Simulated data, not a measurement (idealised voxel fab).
process module | voxel quadruple lines
cross-section cut | 300 nm wide | cells 5 nm
A cross-section is a grid of square cells, given in bands from the top down. A band is one or more rows of cells.
Each band's line starts with the height of the band's top and of its bottom, in nm. Then come its materials from left to right, each with its width in nm. One material with "throughout" fills the band from edge to edge. "air" is empty space.
Height 0 is the level under which the wafer as received is all one material. The lowest band goes on downwards, as in "0 down".
A width such as "30 to 40" changes by the same amount from each row of cells to the next, from the band's top row to its bottom row.
"no change" after a step means that no cell of the cross-section changed.
closed voids: empty space of 8 cells or more with no open way to the top, each as width x height at its distance from the left edge, in nm
after a step's settings: what the simulator itself notes on the step
overlay nm, on a step with a mask: how far to the right of its planned place the mask lay; to the left if negative
plan
1 op RECEIVE | material Si
2 op CONFORMAL_DEP | material Al2O3 | thk nm 5
3 op DIRECTIONAL_DEP | material W | thk nm 10
4 op DIRECTIONAL_DEP | material polySi | thk nm 15
5 op DIRECTIONAL_DEP | material aC | thk nm 25
6 op PATTERN | tone cover | mask id MANDREL | material resist | width nm 35 | thk nm 35 | overlay nm 0
7 op DIRECTIONAL_ETCH | etch materials aC | depth nm 25
8 op STRIP | etch materials resist
9 op CONFORMAL_DEP | material SiO2 | thk nm 15
10 op DIRECTIONAL_ETCH | etch materials SiO2 | depth nm 15
11 op STRIP | etch materials aC
12 op DIRECTIONAL_ETCH | etch materials polySi | depth nm 15
13 op STRIP | etch materials SiO2
14 op CONFORMAL_DEP | material SiN | thk nm 10
15 op DIRECTIONAL_ETCH | etch materials SiN | depth nm 10
16 op STRIP | etch materials polySi
17 op DIRECTIONAL_ETCH | etch materials W | depth nm 10
18 op STRIP | etch materials SiN
as received, after step 1
  0 down: Si throughout
  closed voids: none
first wafer at the end, as planned
  15 to 5: air 105 | W 10 | air 15 | W 10 | air 15 | W 10 | air 15 | W 10 | air 110
  5 to 0: Al2O3 throughout
  0 down: Si throughout
  closed voids: none
second wafer at the end: like start, like plan, one mistake
  20 to 10: air 105 | W 10 | air 15 | W 10 | air 15 | W 10 | air 15 | W 10 | air 110
  10 to 5: W throughout
  5 to 0: Al2O3 throughout
  0 down: Si throughout
  closed voids: none
what went wrong: step 3 ran as: op DIRECTIONAL_DEP | material W | thk nm 15
at the end the second wafer has, in cells: 60 more of W
